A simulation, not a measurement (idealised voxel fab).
Documented hereafter: the process module known as voxel double patterning.
Square cell edge 5 nm, section width 175 nm, ID cut.
Reading order for cross-sections: top band down to bottom band. Underlying form: a grid of square cells. Band size: one or more rows of cells. Band: top and bottom heights (nm) first, top before bottom; then materials from left to right, widths in nm. "throughout" marks a sole material filling the band edge to edge. "empty" denotes empty space. Height 0 is the level under which the wafer as received is all one material. The lowest band goes on downwards, as in "top 0, no bottom". You'd read "30 to 40" like this: the band's top row of cells is as wide as the first number, its bottom row is as wide as the second, and going down, every row changes width by the same amount as the row before did. "no modification" after a step means that no cell of the cross-section changed. Closed-off voids of 8+ cells (no open route to the top) go in "Closed void register", written width x height at distance from the left edge, in nm. after a step's settings: what the simulator itself notes on the step. overlay nm, on a step with a mask: how far to the right of its planned place the mask lay; to the left if negative.

**These are the steps we planned for the process**
1: op RECEIVE | material Si
2: op CONFORMAL_DEP | material SiN | thk nm 10
3: op DIRECTIONAL_DEP | material SiO2 | thk nm 20
4: op DIRECTIONAL_DEP | material SiCN | thk nm 10
5: op MASKED_ETCH | tone open | mask id FIRST | width nm 15 | pitch nm 50 | etch materials SiCN | depth nm 10 | overlay nm 0
6: op DIRECTIONAL_DEP | material aC | thk nm 15
7: op PATTERN | tone open | mask id SECOND | material resist | width nm 15 | thk nm 35 | overlay nm 0
8: op DIRECTIONAL_ETCH | etch materials aC | depth nm 15
9: op STRIP | etch materials resist
10: op DIRECTIONAL_ETCH | etch materials SiCN | depth nm 10
11: op STRIP | etch materials aC
12: op DIRECTIONAL_ETCH | etch materials SiO2 | depth nm 20
13: op STRIP | etch materials SiCN

**This is the cross-section of the wafer as we received it, i.e. after step 1**
    top 0, no bottom  Si throughout
    Closed void register: none

**As-planned run: cross-section of the first of two wafers at end of module**
    top 30, bottom 10  SiO2 (55) / empty (15) / SiO2 (10) / empty (15) / SiO2 (10) / empty (15) / SiO2 (55)
    top 10, bottom 0  SiN throughout
    top 0, no bottom  Si throughout
    Closed void register: none

**Presented here is a cross-section of the second of the two wafers as it stood at the end of the module. It was started in the same manner and assigned the same plan as the first wafer; however, one mistake was made in its execution**
    top 35, bottom 15  SiO2 (55) / empty (15) / SiO2 (10) / empty (15) / SiO2 (10) / empty (15) / SiO2 (55)
    top 15, bottom 0  SiN throughout
    top 0, no bottom  Si throughout
    Closed void register: none
What was done differently from what was planned? step 2 went in with a setting other than planned; the actual run was op CONFORMAL_DEP | material SiN | thk nm 15
Count the cells at the end and the second wafer has more or fewer of some materials than the first: +35 SiN
